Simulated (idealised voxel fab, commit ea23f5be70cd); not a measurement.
Presented below is a process module, voxel capacitor over wiring.
Square cell edge 5 nm, section width 145 nm, ID cut.
Just so we're on the same page, the cross-sections are grids of square cells, and they're listed out in bands top to bottom, each band one or more rows deep.
Band: top height; bottom height; in nm. Then, left to right: material with width in nm, for each material. "all across": a single material spanning edge to edge. "empty": empty space.
It should be noted that heights are counted from 0, beneath which the wafer as supplied is of one material throughout, and that the lowest band possesses no lower boundary but continues downward, as written in "z 0 and below".
With a width like "30->40", each row of cells in the band differs from the next by the same amount, the top row carrying the first number and the bottom row the second.
What does "identical to before" mean for a step? It means no cell of the cross-section changed in that step.
Closed empty spaces (no open way to the top) of 8 cells or more are what "Cavities, sealed" lists, each as width x height at distance from the left edge, nm for all three.
Post-settings text on a step line: simulator's own remark regarding the step.
A step line may carry the setting "overlay nm", which, for steps involving a mask, states the distance by which the mask lay to the right of its intended position; negative values denote displacement to the left.

Intended process steps
| 1 | RECEIVE | material Si |
| 2 | CONFORMAL_DEP | material SiO2 | thk nm 15 |
| 3 | CONFORMAL_DEP | material SiN | thk nm 5 |
| 4 | DIRECTIONAL_DEP | material SiO2 | thk nm 20 |
| 5 | DIRECTIONAL_DEP | material aC | thk nm 10 |
| 6 | PATTERN | tone open | mask id METAL_1 | material resist | width nm 20 | pitch nm 90 | thk nm 30 | overlay nm 0 |
| 7 | DIRECTIONAL_ETCH | etch materials aC | depth nm 5 |
| 8 | STRIP | etch materials resist |
| 9 | DIRECTIONAL_ETCH | etch materials SiO2 | depth nm 20 |
| 10 | DIRECTIONAL_ETCH | etch materials SiN | depth nm 5 |
| 11 | STRIP | etch materials aC |
| 12 | CONFORMAL_DEP | material TiN | thk nm 5 |
| 13 | FILL_DEP | material Cu | thk nm 10 |
| 14 | CMP | height nm 40 |
| 15 | CONFORMAL_DEP | material SiCN | thk nm 5 |
| 16 | DIRECTIONAL_DEP | material lowk | thk nm 15 |
| 17 | DIRECTIONAL_DEP | material aC | thk nm 15 |
| 18 | PATTERN | tone open | mask id PLUG_1 | material resist | width nm 15 | thk nm 35 | overlay nm 0 |
| 19 | DIRECTIONAL_ETCH | etch materials aC | depth nm 15 |
| 20 | STRIP | etch materials resist |
| 21 | DIRECTIONAL_ETCH | etch materials lowk | depth nm 15 |
| 22 | DIRECTIONAL_ETCH | etch materials SiCN | depth nm 5 |
| 23 | STRIP | etch materials aC |
| 24 | CONFORMAL_DEP | material TiN | thk nm 5 |
| 25 | FILL_DEP | material Cu | thk nm 5 |
| 26 | CMP | height nm 60 |
| 27 | DIRECTIONAL_DEP | material TiN | thk nm 5 |
| 28 | DIRECTIONAL_DEP | material SiN | thk nm 5 |
| 29 | DIRECTIONAL_DEP | material TiN | thk nm 5 |
| 30 | DIRECTIONAL_DEP | material aC | thk nm 10 |
| 31 | PATTERN | tone cover | mask id UPPER_PLATE | material resist | width nm 75 | thk nm 30 | overlay nm 0 |
| 32 | DIRECTIONAL_ETCH | etch materials aC | depth nm 10 |
| 33 | STRIP | etch materials resist |
| 34 | DIRECTIONAL_ETCH | etch materials TiN | depth nm 5 |
| 35 | DIRECTIONAL_ETCH | etch materials SiN | depth nm 5 |
| 36 | STRIP | etch materials aC |
| 37 | PATTERN | tone cover | mask id LOWER_PLATE | material resist | width nm 85 | thk nm 15 | overlay nm 0 |
| 38 | DIRECTIONAL_ETCH | etch materials TiN | depth nm 5 |
| 39 | STRIP | etch materials resist |
| 40 | FILL_DEP | material SiO2 | thk nm 20 |
| 41 | CMP | height nm 90 |
| 42 | PATTERN | tone open | mask id PLUG_2 | material resist | width nm 15 | thk nm 15 | overlay nm 0 |
| 43 | DIRECTIONAL_ETCH | etch materials SiO2 | depth nm 15 |
| 44 | STRIP | etch materials resist |
| 45 | CONFORMAL_DEP | material TiN | thk nm 5 |
| 46 | FILL_DEP | material Ru | thk nm 10 |
| 47 | CMP | height nm 90 |
| 48 | CONFORMAL_DEP | material SiN | thk nm 5 |
The plan's step 7 depth nm is the first wafer's value; the wafers differ in this setting and start identical.

After step 1, as received: first of several wafers, cross-section
	z 0 and below  Si all across
	Cavities, sealed: none

The figure below presents a cross-section of the first of several wafers at the conclusion of the module, following its last step, step 48
	z 95 to 90  SiN all across
	z 90 to 80  SiO2 30 | TiN 5 | Ru 5 | TiN 5 | SiO2 100
	z 80 to 70  SiO2 30->20 | TiN 15->75 | SiO2 100->50
	z 70 to 65  SiO2 20 | SiN 75 | SiO2 50
	z 65 to 60  SiO2 15 | TiN 85 | SiO2 45
	z 60 to 45  lowk 20 | TiN 5 | Cu 5 | TiN 5 | lowk 110
	z 45 to 40  SiCN 20 | TiN 15 | SiCN 110
	z 40 to 20  SiO2 all across
	z 20 to 15  SiN all across
	z 15 to 0  SiO2 all across
	z 0 and below  Si all across
	Cavities, sealed: none

The last wafer as seen in cross-section at the end of the module
	z 95 to 90  SiN all across
	z 90 to 80  SiO2 30 | TiN 5 | Ru 5 | TiN 5 | SiO2 100
	z 80 to 70  SiO2 30->20 | TiN 15->75 | SiO2 100->50
	z 70 to 65  SiO2 20 | SiN 75 | SiO2 50
	z 65 to 60  SiO2 15 | TiN 85 | SiO2 45
	z 60 to 45  lowk 20 | TiN 5 | Cu 5 | TiN 5 | lowk 110
	z 45 to 40  SiCN 20 | TiN 15 | SiCN 110
	z 40 to 20  SiO2 15 | TiN 5 | Cu 10 | TiN 5 | SiO2 70 | TiN 5 | Cu 10 | TiN 5 | SiO2 20
	z 20 to 15  SiN 15 | TiN 20 | SiN 70 | TiN 20 | SiN 20
	z 15 to 0  SiO2 all across
	z 0 and below  Si all across
	Cavities, sealed: none

Gained (+) or lost (-) cells of each material since receipt, then closed voids: one row per wafer, at the end of the module
depth nm 5, +3 Cu, +2 Ru, +26 SiCN, +73 SiN, +321 SiO2, +48 TiN, +78 lowk, Cavities, sealed: none
depth nm 10, +19 Cu, +2 Ru, +26 SiCN, +65 SiN, +289 SiO2, +72 TiN, +78 lowk, Cavities, sealed: none
depth nm 15, +19 Cu, +2 Ru, +26 SiCN, +65 SiN, +289 SiO2, +72 TiN, +78 lowk, Cavities, sealed: none
depth nm 20, +19 Cu, +2 Ru, +26 SiCN, +65 SiN, +289 SiO2, +72 TiN, +78 lowk, Cavities, sealed: none
depth nm 25, +19 Cu, +2 Ru, +26 SiCN, +65 SiN, +289 SiO2, +72 TiN, +78 lowk, Cavities, sealed: none
